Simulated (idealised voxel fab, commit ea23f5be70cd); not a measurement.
The process module that follows is named voxel capacitor over wiring.
Section cut is 230 nm wide and gridded with 5 nm square cells.
Cross-section = grid of square cells, listed top down in bands; band = one or more rows. Band: top and bottom heights (nm) first, top before bottom; then materials from left to right, widths in nm. "edge to edge" marks a sole material filling the band edge to edge. "empty" denotes empty space. Convention: height 0 is the level below which the wafer, as received, is all one material. The lowest band does not terminate at the bottom but continues downward, represented as "z 0 and below". The notation "30->40" denotes a width that varies across the rows of cells in the band, beginning at the first number in the top row, finishing at the second number in the bottom row, and changing by an identical amount from each row to the next. Where a step carries "no change", the cross-section came out of it unchanged, cell for cell. The entry "Closed void entries" lists the empty spaces that cover at least 8 cells and have no open path to the top. Each is written as width x height at distance, where the distance is measured from the left edge and all three values are in nm. What comes after the settings on a step's line is commentary from the simulator itself on that step. For masked steps, "overlay nm" on the step line gives how far right of plan the mask actually lay; a minus sign means it lay to the left.
PLANNED PROCESS STEPS
1,RECEIVE | material Si
2,CONFORMAL_DEP | material SiO2 | thk nm 5
3,CONFORMAL_DEP | material SiCN | thk nm 5
4,DIRECTIONAL_DEP | material SiO2 | thk nm 20
5,DIRECTIONAL_DEP | material aC | thk nm 10
6,PATTERN | tone open | mask id METAL_1 | material resist | width nm 25 | pitch nm 95 | thk nm 25 | overlay nm 0
7,DIRECTIONAL_ETCH | etch materials aC | depth nm 10
8,STRIP | etch materials resist
9,DIRECTIONAL_ETCH | etch materials SiO2 | depth nm 20
10,DIRECTIONAL_ETCH | etch materials SiCN | depth nm 5
11,STRIP | etch materials aC
12,CONFORMAL_DEP | material TiN | thk nm 5
13,FILL_DEP | material Cu | thk nm 10
14,CMP | height nm 35
15,CONFORMAL_DEP | material SiCN | thk nm 5
16,DIRECTIONAL_DEP | material SiO2 | thk nm 10
17,PATTERN | tone open | mask id PLUG_1 | material resist | width nm 15 | thk nm 15 | overlay nm 0
18,DIRECTIONAL_ETCH | etch materials SiO2 | depth nm 10
19,DIRECTIONAL_ETCH | etch materials SiCN | depth nm 5
20,STRIP | etch materials resist
21,CONFORMAL_DEP | material TiN | thk nm 5
22,FILL_DEP | material Cu | thk nm 10
23,CMP | height nm 50
24,DIRECTIONAL_DEP | material TiN | thk nm 5
25,DIRECTIONAL_DEP | material SiN | thk nm 5
26,DIRECTIONAL_DEP | material TiN | thk nm 5
27,MASKED_ETCH | tone cover | mask id UPPER_PLATE | width nm 75 | etch materials TiN | depth nm 5 | overlay nm 0
28,MASKED_ETCH | tone cover | mask id UPPER_PLATE | width nm 75 | etch materials SiN | depth nm 5 | overlay nm 0
29,DIRECTIONAL_DEP | material aC | thk nm 10
30,PATTERN | tone cover | mask id LOWER_PLATE | material resist | width nm 85 | thk nm 25 | overlay nm 0
31,DIRECTIONAL_ETCH | etch materials aC | depth nm 10
32,STRIP | etch materials resist
33,DIRECTIONAL_ETCH | etch materials TiN | depth nm 5
34,STRIP | etch materials aC
35,FILL_DEP | material SiO2 | thk nm 15
36,CMP | height nm 75
37,DIRECTIONAL_DEP | material aC | thk nm 15
38,PATTERN | tone open | mask id PLUG_2 | material resist | width nm 15 | thk nm 30 | overlay nm 0
39,DIRECTIONAL_ETCH | etch materials aC | depth nm 15
40,STRIP | etch materials resist
41,DIRECTIONAL_ETCH | etch materials SiO2 | depth nm 10
42,STRIP | etch materials aC
43,CONFORMAL_DEP | material TiN | thk nm 5
44,FILL_DEP | material W | thk nm 10
45,CMP | height nm 75
46,CONFORMAL_DEP | material SiN | thk nm 5
Quick note for whoever runs this: the wafers start identical, but the thk nm at step 2 isn't the same across them. The plan just shows what the first wafer had.
THE FIRST OF SEVERAL WAFERS AS RECEIVED, SHOWN IN CROSS-SECTION; THIS IS ITS STATE AFTER STEP 1
* z 0 and below  Si edge to edge
* Closed void entries: none
WAFER CROSS-SECTION (FIRST OF SEVERAL) - MODULE END, POST STEP 46 (LAST STEP)
* z 80 to 75  SiN edge to edge
* z 75 to 70  SiO2 75  TiN 5  W 5  TiN 5  SiO2 140
* z 70 to 60  SiO2 75->65  TiN 15->75  SiO2 140->90
* z 60 to 55  SiO2 65  SiN 75  SiO2 90
* z 55 to 50  SiO2 60  TiN 85  SiO2 85
* z 50 to 40  SiO2 65  TiN 5  Cu 5  TiN 5  SiO2 150
* z 40 to 35  SiCN 65  TiN 15  SiCN 150
* z 35 to 30  TiN 60  Cu 15  TiN 80  Cu 15  TiN 60
* z 30 to 10  SiO2 55  TiN 5  Cu 15  TiN 5  SiO2 70  TiN 5  Cu 15  TiN 5  SiO2 55
* z 10 to 5  SiCN 55  TiN 25  SiCN 70  TiN 25  SiCN 55
* z 5 to 0  SiO2 edge to edge
* z 0 and below  Si edge to edge
* Closed void entries: none
LAST WAFER AT THE END
* z 80 to 75  SiN edge to edge
* z 75 to 70  SiO2 75  TiN 5  W 5  TiN 5  SiO2 140
* z 70 to 60  SiO2 75->65  TiN 15->75  SiO2 140->90
* z 60 to 55  SiO2 65  SiN 75  SiO2 90
* z 55 to 50  SiO2 60  TiN 85  SiO2 85
* z 50 to 40  SiO2 65  TiN 5  Cu 5  TiN 5  SiO2 150
* z 40 to 35  SiCN 65  TiN 15  SiCN 150
* z 35 to 30  SiO2 55  TiN 5  Cu 15  TiN 5  SiO2 70  TiN 5  Cu 15  TiN 5  SiO2 55
* z 30 to 25  SiCN 55  TiN 25  SiCN 70  TiN 25  SiCN 55
* z 25 to 0  SiO2 edge to edge
* z 0 and below  Si edge to edge
* Closed void entries: none
BASICALLY EACH WAFER GETS A LINE IN THE TABLE, SHOWING IT AT THE END OF THE MODULE: MATERIAL BY MATERIAL, THE CELLS IT GAINED (+) OR LOST (-) SINCE WE GOT IT, THEN ITS CLOSED VOIDS
thk nm 5; +32 Cu; +79 SiCN; +61 SiN; +453 SiO2; +110 TiN; +1 W; Closed void entries: none
thk nm 10; +26 Cu; +79 SiCN; +61 SiN; +499 SiO2; +70 TiN; +1 W; Closed void entries: none
thk nm 15; +20 Cu; +79 SiCN; +61 SiN; +509 SiO2; +66 TiN; +1 W; Closed void entries: none
thk nm 20; +14 Cu; +79 SiCN; +61 SiN; +519 SiO2; +62 TiN; +1 W; Closed void entries: none
thk nm 25; +8 Cu; +79 SiCN; +61 SiN; +529 SiO2; +58 TiN; +1 W; Closed void entries: none
